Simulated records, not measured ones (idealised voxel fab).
Documented hereafter: the process module known as voxel transistor to metal.
The figure presents cross-section cut, which has a width of 180 nm and is divided into square cells with an edge length of 5 nm.
When this document writes out a cross-section, it uses a grid of square cells and lists it as bands, beginning at the top and moving down, with a band standing for one or more rows of cells. What a band's entry tells you: where the top is and where the bottom is, as heights in nm, and after that what lies inside, material by material from left to right, each with its width in nm. Empty space is written as the word "blank", and a single material marked with the word "everywhere" occupies the band from edge to edge. Where do heights start? At 0: under that level the wafer as delivered is made of one material only. And the lowest band has no floor; it just carries on downward, as in "0 and below". A two-number width, for instance "30 to 40", indicates that the width is equal to the first number in the top row of the band and to the second number in the bottom row, and that it changes by a constant amount per row of cells. Step note "everything unchanged" = no cross-section cell changed. In "Internal closed voids" the enclosed voids are listed, meaning empty spaces of 8 cells or larger without any opening to the top. The form is width x height at distance, distance from the left edge, units nm. Formally, on a step line, whatever follows the settings is a remark that the simulator itself makes on the step. You can add "overlay nm" to a step's line. For a step with a mask, it describes how far the mask lay to the right of its planned position, and a negative number describes a lay to the left. Each pair below shows a cross-section before one step and the cross-section after it, down to the lowest band that changed. The line under each pair gives the step between them, with its settings. The pairs can come from different runs of this module on the same starting wafer, so a pair continues from the pair above only where its "Snapshot before" says so.

Snapshot before
    75 down to 50  lowk everywhere
    50 down to 45  SiCN everywhere
    45 down to 35  40 nm SiO2, 5 nm TiN, 20 nm W, 5 nm TiN, 35 nm SiO2, 5 nm TiN, 20 nm W, 5 nm TiN, 45 nm SiO2
    35 down to 30  40 nm SiO2, 5 nm TiN, 15 nm W, 10 nm TiN, 35 nm SiO2, 10 nm TiN, 15 nm W, 5 nm TiN, 45 nm SiO2
    30 down to 25  40 nm SiO2, 5 nm TiN, 15 nm W, 5 nm TiN, 10 nm SiN, 25 nm SiCN, 10 nm SiN, 5 nm TiN, 15 nm W, 5 nm TiN, 45 nm SiO2
    25 down to 15  40 nm SiO2, 5 nm TiN, 15 nm W, 5 nm TiN, 10 nm SiN, 25 nm polySi, 10 nm SiN, 5 nm TiN, 15 nm W, 5 nm TiN, 45 nm SiO2
    15 down to 10  40 nm SiO2, 5 nm TiN, 5 nm W, 15 nm TiN, 10 nm SiN, 25 nm polySi, 10 nm SiN, 15 nm TiN, 5 nm W, 5 nm TiN, 45 nm SiO2
    10 down to 5  40 nm SiO2, 15 nm TiN, 10 nm nSi, 10 nm SiN, 25 nm polySi, 10 nm SiN, 10 nm nSi, 15 nm TiN, 45 nm SiO2
    5 down to 0  20 nm SiO2, 10 nm nSi, 10 nm SiN, 25 nm nSi, 45 nm SiO2, 25 nm nSi, 10 nm SiN, 10 nm nSi, 25 nm SiO2
    0 down to -5  20 nm SiO2, 10 nm nSi, 15 nm SiO2, 20 nm nSi, 45 nm Si, 20 nm nSi, 15 nm SiO2, 10 nm nSi, 25 nm SiO2
    -5 down to -10  30 nm nSi, 15 nm Si, 20 nm nSi, 45 nm Si, 20 nm nSi, 15 nm Si, 35 nm nSi
    -10 down to -15  30 nm nSi, 115 nm Si, 35 nm nSi
    -15 and below  Si everywhere
    Internal closed voids: none

Section, Post-Step
    95 down to 75  40 nm resist, 15 nm blank, 65 nm resist, 15 nm blank, 45 nm resist
    below 75: unchanged
    Internal closed voids: none
Step lying between the two cross-sections just above: PATTERN (tone open; mask id METAL_1; material resist; width nm 15; pitch nm 80; thk nm 20; overlay nm 0)

Snapshot before: This step starts from the configuration shown after the step in the pair immediately above.

Section, Post-Step
    95 down to 75  40 nm resist, 15 nm blank, 65 nm resist, 15 nm blank, 45 nm resist
    75 down to 50  40 nm lowk, 15 nm blank, 65 nm lowk, 15 nm blank, 45 nm lowk
    below 50: unchanged
    Internal closed voids: none
Step lying between the two cross-sections just above: DIRECTIONAL_ETCH (etch materials lowk; depth nm 25)

Snapshot before: This step starts from the configuration shown after the step in the pair immediately above.

Section, Post-Step
    95 down to 75  40 nm resist, 15 nm blank, 65 nm resist, 15 nm blank, 45 nm resist
    75 down to 50  40 nm lowk, 15 nm blank, 65 nm lowk, 15 nm blank, 45 nm lowk
    50 down to 45  40 nm SiCN, 15 nm blank, 65 nm SiCN, 15 nm blank, 45 nm SiCN
    below 45: unchanged
    Internal closed voids: none
Step lying between the two cross-sections just above: DIRECTIONAL_ETCH (etch materials SiCN; depth nm 5)

Snapshot before: This step starts from the configuration shown after the step in the pair immediately above.

Section, Post-Step
    75 down to 50  40 nm lowk, 15 nm blank, 65 nm lowk, 15 nm blank, 45 nm lowk
    below 50: unchanged
    Internal closed voids: none
Step lying between the two cross-sections just above: STRIP (etch materials resist)

Snapshot before: This step starts from the configuration shown after the step in the pair immediately above.

Section, Post-Step
    80 down to 75  45 nm TiN, 5 nm blank, 75 nm TiN, 5 nm blank, 50 nm TiN
    75 down to 50  40 nm lowk, 5 nm TiN, 5 nm blank, 5 nm TiN, 65 nm lowk, 5 nm TiN, 5 nm blank, 5 nm TiN, 45 nm lowk
    50 down to 45  40 nm SiCN, 15 nm TiN, 65 nm SiCN, 15 nm TiN, 45 nm SiCN
    below 45: unchanged
    Internal closed voids: none
Step lying between the two cross-sections just above: CONFORMAL_DEP (material TiN; thk nm 5)

Snapshot before: This step starts from the configuration shown after the step in the pair immediately above.

Section, Post-Step
    90 down to 80  W everywhere
    80 down to 75  45 nm TiN, 5 nm W, 75 nm TiN, 5 nm W, 50 nm TiN
    75 down to 50  40 nm lowk, 5 nm TiN, 5 nm W, 5 nm TiN, 65 nm lowk, 5 nm TiN, 5 nm W, 5 nm TiN, 45 nm lowk
    below 50: unchanged
    Internal closed voids: none
Step lying between the two cross-sections just above: FILL_DEP (material W; thk nm 10)

Snapshot before: This step starts from the configuration shown after the step in the pair immediately above.

Section, Post-Step
    75 down to 50  40 nm lowk, 5 nm TiN, 5 nm W, 5 nm TiN, 65 nm lowk, 5 nm TiN, 5 nm W, 5 nm TiN, 45 nm lowk
    below 50: unchanged
    Internal closed voids: none
Step lying between the two cross-sections just above: CMP (height nm 75)

Snapshot before: This step starts from the configuration shown after the step in the pair immediately above.

Section, Post-Step
    80 down to 75  SiCN everywhere
    below 75: unchanged
    Internal closed voids: none
Step lying between the two cross-sections just above: CONFORMAL_DEP (material SiCN; thk nm 5)

Snapshot before: This step starts from the configuration shown after the step in the pair immediately above.

Section, Post-Step
    115 down to 80  SiO2 everywhere
    below 80: unchanged
    Internal closed voids: none
Step lying between the two cross-sections just above: DIRECTIONAL_DEP (material SiO2; thk nm 35)

Snapshot before: This step starts from the configuration shown after the step in the pair immediately above.

Section, Post-Step
    115 down to 95  40 nm SiO2, 15 nm blank, 65 nm SiO2, 15 nm blank, 45 nm SiO2
    below 95: unchanged
    Internal closed voids: none
Step lying between the two cross-sections just above: MASKED_ETCH (tone open; mask id METAL_2; width nm 15; pitch nm 80; etch materials SiO2; depth nm 20; overlay nm 0)

Snapshot before: This step starts from the configuration shown after the step in the pair immediately above.

Section, Post-Step
    125 down to 115  40 nm aC, 15 nm blank, 65 nm aC, 15 nm blank, 45 nm aC
    115 down to 105  40 nm SiO2, 15 nm blank, 65 nm SiO2, 15 nm blank, 45 nm SiO2
    105 down to 95  40 nm SiO2, 15 nm aC, 65 nm SiO2, 15 nm aC, 45 nm SiO2
    below 95: unchanged
    Internal closed voids: none
Step lying between the two cross-sections just above: DIRECTIONAL_DEP (material aC; thk nm 10)

Snapshot before: This step starts from the configuration shown after the step in the pair immediately above.

Section, Post-Step
    150 down to 125  40 nm resist, 15 nm blank, 65 nm resist, 15 nm blank, 45 nm resist
    below 125: unchanged
    Internal closed voids: none
Step lying between the two cross-sections just above: PATTERN (tone open; mask id METAL_2_HOLES; material resist; width nm 15; pitch nm 80; thk nm 25; overlay nm 0)

Snapshot before: This step starts from the configuration shown after the step in the pair immediately above.

Section, Post-Step
    140 down to 125  40 nm resist, 15 nm blank, 65 nm resist, 15 nm blank, 45 nm resist
    125 down to 115  40 nm aC, 15 nm blank, 65 nm aC, 15 nm blank, 45 nm aC
    115 down to 95  40 nm SiO2, 15 nm blank, 65 nm SiO2, 15 nm blank, 45 nm SiO2
    below 95: unchanged
    Internal closed voids: none
Step lying between the two cross-sections just above: DIRECTIONAL_ETCH (etch materials aC; depth nm 10)

Snapshot before: This step starts from the configuration shown after the step in the pair immediately above.

Section, Post-Step
    125 down to 115  40 nm aC, 15 nm blank, 65 nm aC, 15 nm blank, 45 nm aC
    below 115: unchanged
    Internal closed voids: none
Step lying between the two cross-sections just above: STRIP (etch materials resist)

Snapshot before: This step starts from the configuration shown after the step in the pair immediately above.

Section, Post-Step
    125 down to 115  40 nm aC, 15 nm blank, 65 nm aC, 15 nm blank, 45 nm aC
    115 down to 80  40 nm SiO2, 15 nm blank, 65 nm SiO2, 15 nm blank, 45 nm SiO2
    below 80: unchanged
    Internal closed voids: none
Step lying between the two cross-sections just above: DIRECTIONAL_ETCH (etch materials SiO2; depth nm 15)

Snapshot before: This step starts from the configuration shown after the step in the pair immediately above.

Section, Post-Step
    125 down to 115  40 nm aC, 15 nm blank, 65 nm aC, 15 nm blank, 45 nm aC
    115 down to 80  40 nm SiO2, 15 nm blank, 65 nm SiO2, 15 nm blank, 45 nm SiO2
    80 down to 75  40 nm SiCN, 15 nm blank, 65 nm SiCN, 15 nm blank, 45 nm SiCN
    below 75: unchanged
    Internal closed voids: none
Step lying between the two cross-sections just above: DIRECTIONAL_ETCH (etch materials SiCN; depth nm 5)

Snapshot before: This step starts from the configuration shown after the step in the pair immediately above.

Section, Post-Step
    115 down to 80  40 nm SiO2, 15 nm blank, 65 nm SiO2, 15 nm blank, 45 nm SiO2
    below 80: unchanged
    Internal closed voids: none
Step lying between the two cross-sections just above: STRIP (etch materials aC)

Snapshot before: This step starts from the configuration shown after the step in the pair immediately above.

Section, Post-Step
    120 down to 115  45 nm TiN, 5 nm blank, 75 nm TiN, 5 nm blank, 50 nm TiN
    115 down to 80  40 nm SiO2, 5 nm TiN, 5 nm blank, 5 nm TiN, 65 nm SiO2, 5 nm TiN, 5 nm blank, 5 nm TiN, 45 nm SiO2
    80 down to 75  40 nm SiCN, 15 nm TiN, 65 nm SiCN, 15 nm TiN, 45 nm SiCN
    below 75: unchanged
    Internal closed voids: none
Step lying between the two cross-sections just above: CONFORMAL_DEP (material TiN; thk nm 5)

Snapshot before: This step starts from the configuration shown after the step in the pair immediately above.

Section, Post-Step
    130 down to 120  Cu everywhere
    120 down to 115  45 nm TiN, 5 nm Cu, 75 nm TiN, 5 nm Cu, 50 nm TiN
    115 down to 80  40 nm SiO2, 5 nm TiN, 5 nm Cu, 5 nm TiN, 65 nm SiO2, 5 nm TiN, 5 nm Cu, 5 nm TiN, 45 nm SiO2
    below 80: unchanged
    Internal closed voids: none
Step lying between the two cross-sections just above: FILL_DEP (material Cu; thk nm 10)

Snapshot before: This step starts from the configuration shown after the step in the pair immediately above.

Section, Post-Step
    115 down to 80  40 nm SiO2, 5 nm TiN, 5 nm Cu, 5 nm TiN, 65 nm SiO2, 5 nm TiN, 5 nm Cu, 5 nm TiN, 45 nm SiO2
    below 80: unchanged
    Internal closed voids: none
Step lying between the two cross-sections just above: CMP (height nm 115)

Snapshot before: This step starts from the configuration shown after the step in the pair immediately above.

Section, Post-Step
    120 down to 115  SiCN everywhere
    below 115: unchanged
    Internal closed voids: none
Step lying between the two cross-sections just above: CONFORMAL_DEP (material SiCN; thk nm 5)
